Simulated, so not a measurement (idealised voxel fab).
Proc. module: voxel self aligned contacts
Square cell edge 5 nm, section width 255 nm, ID cut.
Cross-section = grid of square cells, listed top down in bands; band = one or more rows.
In this notation a band is specified by the heights of its top and bottom, in that order and in nm, after which its materials appear from left to right, each paired with its width in nm. The word "throughout" attached to a single material means that material fills the band from edge to edge; the word "air" stands for empty space.
Heights are reckoned from 0. Under this level, the received wafer is all of one material. The bottommost band is open-ended downward, for example "0 and below".
The width entry "30 to 40" should be interpreted row by row: the top row of cells in the band takes the first number, the bottom row takes the second number, and the change between adjacent rows is uniform throughout.
Where the words "all unchanged" appear for a step, the cross-section shows no cell changed by that step; every cell remained as before.
Closed empty spaces (no open way to the top) of 8 cells or more are what "Encapsulated voids" lists, each as width x height at distance from the left edge, nm for all three.
It should be noted that, on the line of a given step, the content following the step's settings is a remark produced by the simulator itself with respect to that step.
The setting "overlay nm" may be written on the line of a step. When the step uses a mask, the value reports how far to the right of the planned place the mask lay, and a negative value reports that it lay to the left.
THE STEPS PLANNED FOR THE PROCESS ARE AS FOLLOWS
1) RECEIVE [material Si]
2) CONFORMAL_DEP [material SiO2] [thk nm 5]
3) DIRECTIONAL_DEP [material polySi] [thk nm 25]
4) DIRECTIONAL_DEP [material SiN] [thk nm 25]
5) PATTERN [tone cover] [mask id GATE] [material resist] [width nm 25] [pitch nm 60] [thk nm 15] [overlay nm 0]
6) DIRECTIONAL_ETCH [etch materials SiN] [depth nm 25]
7) DIRECTIONAL_ETCH [etch materials polySi] [depth nm 25]
8) STRIP [etch materials resist]
9) CONFORMAL_DEP [material SiN] [thk nm 10]
10) DIRECTIONAL_ETCH [etch materials SiN] [depth nm 10]
11) FILL_DEP [material SiO2] [thk nm 15]
12) CMP [height nm 60]
13) PATTERN [tone open] [mask id CONTACT] [material resist] [width nm 45] [thk nm 15] [overlay nm 0]
14) DIRECTIONAL_ETCH [etch materials SiO2] [depth nm 60]
15) STRIP [etch materials resist]
16) CONFORMAL_DEP [material TiN] [thk nm 5]
17) FILL_DEP [material Ru] [thk nm 5]
18) CMP [height nm 60]
19) CONFORMAL_DEP [material SiCN] [thk nm 5]
CROSS-SECTION OF THE WAFER AT RECEIPT, WHICH IS THE CONDITION AFTER STEP 1
    0 and below: Si throughout
    Encapsulated voids: none
THE FIRST OF TWO WAFERS, CROSS-SECTIONED AT THE END OF THE MODULE, WITH THE RUN PROCEEDING AS PLANNED
    65 down to 60: SiCN throughout
    60 down to 55: SiO2 105, TiN 20, Ru 5, TiN 20, SiO2 105
    55 down to 30: SiO2 75, SiN 45, TiN 5, Ru 5, TiN 5, SiN 45, SiO2 75
    30 down to 5: SiO2 75, SiN 10, polySi 25, SiN 10, TiN 5, Ru 5, TiN 5, SiN 10, polySi 25, SiN 10, SiO2 75
    5 down to 0: SiO2 120, TiN 15, SiO2 120
    0 and below: Si throughout
    Encapsulated voids: none
SECOND WAFER CROSS-SECTION AT END OF MODULE - SHARED START AND PLAN WITH THE FIRST, ONE MISTAKE IN THE RUN
    65 down to 60: SiCN throughout
    60 down to 55: SiO2 105, TiN 30, Ru 5, TiN 10, SiO2 105
    55 down to 30: SiO2 85, SiN 45, TiN 5, Ru 5, TiN 5, SiN 45, SiO2 65
    30 down to 5: SiO2 85, SiN 10, polySi 25, SiN 10, TiN 5, Ru 5, TiN 5, SiN 10, polySi 25, SiN 10, SiO2 65
    5 down to 0: SiO2 130, TiN 15, SiO2 110
    0 and below: Si throughout
    Encapsulated voids: none
Processing error: off-plan run, step 5, actual operation and settings PATTERN [tone cover] [mask id GATE] [material resist] [width nm 25] [pitch nm 60] [thk nm 15] [overlay nm 10]
Both wafers, final: cells per material equal; arrangement not.
